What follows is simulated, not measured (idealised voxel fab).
process module | voxel tone inversion
cross-section cut | 205 nm wide | cells 5 nm
A cross-section is a grid of square cells, given in bands from the top down. A band is one or more rows of cells.
Each band's line starts with the height of the band's top and of its bottom, in nm. Then come its materials from left to right, each with its width in nm. One material with "throughout" fills the band from edge to edge. "air" is empty space.
Height 0 is the level under which the wafer as received is all one material. The lowest band goes on downwards, as in "0 down".
A width such as "30 to 40" changes by the same amount from each row of cells to the next, from the band's top row to its bottom row.
"no change" after a step means that no cell of the cross-section changed.
closed voids: empty space of 8 cells or more with no open way to the top, each as width x height at its distance from the left edge, in nm
after a step's settings: what the simulator itself notes on the step
overlay nm, on a step with a mask: how far to the right of its planned place the mask lay; to the left if negative
plan
1 op RECEIVE | material Si
2 op CONFORMAL_DEP | material SiCN | thk nm 5
3 op DIRECTIONAL_DEP | material polySi | thk nm 20
4 op PATTERN | tone cover | mask id POSTS | material resist | width nm 25 | pitch nm 50 | thk nm 30 | overlay nm 0
5 op DIRECTIONAL_ETCH | etch materials polySi | depth nm 20
6 op STRIP | etch materials resist
7 op FILL_DEP | material SiO2 | thk nm 10
8 op CMP | height nm 25
9 op STRIP | etch materials polySi
10 op CONFORMAL_DEP | material TiN | thk nm 5
11 op FILL_DEP | material Ru | thk nm 10
12 op CMP | height nm 25
13 op CONFORMAL_DEP | material SiCN | thk nm 5
first wafer, as planned
as received, after step 1
  0 down: Si throughout
  closed voids: none
after step 2
  5 to 0: SiCN throughout
  below 0: unchanged
after step 3
  25 to 5: polySi throughout
  below 5: unchanged
after step 4
  55 to 25: air 15 | resist 25 | air 25 | resist 25 | air 25 | resist 25 | air 25 | resist 25 | air 15
  below 25: unchanged
after step 5
  55 to 25: air 15 | resist 25 | air 25 | resist 25 | air 25 | resist 25 | air 25 | resist 25 | air 15
  25 to 5: air 15 | polySi 25 | air 25 | polySi 25 | air 25 | polySi 25 | air 25 | polySi 25 | air 15
  below 5: unchanged
after step 6
  25 to 5: air 15 | polySi 25 | air 25 | polySi 25 | air 25 | polySi 25 | air 25 | polySi 25 | air 15
  below 5: unchanged
after step 7
  35 to 25: SiO2 throughout
  25 to 5: SiO2 15 | polySi 25 | SiO2 25 | polySi 25 | SiO2 25 | polySi 25 | SiO2 25 | polySi 25 | SiO2 15
  below 5: unchanged
after step 8
  25 to 5: SiO2 15 | polySi 25 | SiO2 25 | polySi 25 | SiO2 25 | polySi 25 | SiO2 25 | polySi 25 | SiO2 15
  below 5: unchanged
after step 9
  25 to 5: SiO2 15 | air 25 | SiO2 25 | air 25 | SiO2 25 | air 25 | SiO2 25 | air 25 | SiO2 15
  below 5: unchanged
after step 10
  30 to 25: TiN 20 | air 15 | TiN 35 | air 15 | TiN 35 | air 15 | TiN 35 | air 15 | TiN 20
  25 to 10: SiO2 15 | TiN 5 | air 15 | TiN 5 | SiO2 25 | TiN 5 | air 15 | TiN 5 | SiO2 25 | TiN 5 | air 15 | TiN 5 | SiO2 25 | TiN 5 | air 15 | TiN 5 | SiO2 15
  10 to 5: SiO2 15 | TiN 25 | SiO2 25 | TiN 25 | SiO2 25 | TiN 25 | SiO2 25 | TiN 25 | SiO2 15
  below 5: unchanged
after step 11
  40 to 30: Ru throughout
  30 to 25: TiN 20 | Ru 15 | TiN 35 | Ru 15 | TiN 35 | Ru 15 | TiN 35 | Ru 15 | TiN 20
  25 to 10: SiO2 15 | TiN 5 | Ru 15 | TiN 5 | SiO2 25 | TiN 5 | Ru 15 | TiN 5 | SiO2 25 | TiN 5 | Ru 15 | TiN 5 | SiO2 25 | TiN 5 | Ru 15 | TiN 5 | SiO2 15
  below 10: unchanged
after step 12
  25 to 10: SiO2 15 | TiN 5 | Ru 15 | TiN 5 | SiO2 25 | TiN 5 | Ru 15 | TiN 5 | SiO2 25 | TiN 5 | Ru 15 | TiN 5 | SiO2 25 | TiN 5 | Ru 15 | TiN 5 | SiO2 15
  below 10: unchanged
after step 13
  30 to 25: SiCN throughout
  below 25: unchanged
second wafer: like start, like plan, one mistake. Through step 1 it matches the first wafer
when step 2 should have ended
  20 to 0: polySi throughout
  below 0: unchanged
when step 3 should have ended
  25 to 20: SiCN throughout
  below 20: unchanged
when step 4 should have ended
  55 to 25: air 15 | resist 25 | air 25 | resist 25 | air 25 | resist 25 | air 25 | resist 25 | air 15
  below 25: unchanged
when step 5 should have ended: no change
when step 6 should have ended
  25 to 20: SiCN throughout
  below 20: unchanged
when step 7 should have ended
  35 to 25: SiO2 throughout
  below 25: unchanged
when step 8 should have ended
  25 to 20: SiCN throughout
  below 20: unchanged
when step 9 should have ended: no change
when step 10 should have ended
  30 to 25: TiN throughout
  below 25: unchanged
when step 11 should have ended
  40 to 30: Ru throughout
  below 30: unchanged
when step 12 should have ended
  25 to 20: SiCN throughout
  below 20: unchanged
when step 13 should have ended
  30 to 20: SiCN throughout
  below 20: unchanged
what went wrong: steps 2 and 3 were swapped
at the end the second wafer has, in cells: 36 fewer of Ru | 84 fewer of SiO2 | 44 fewer of TiN | 164 more of polySi
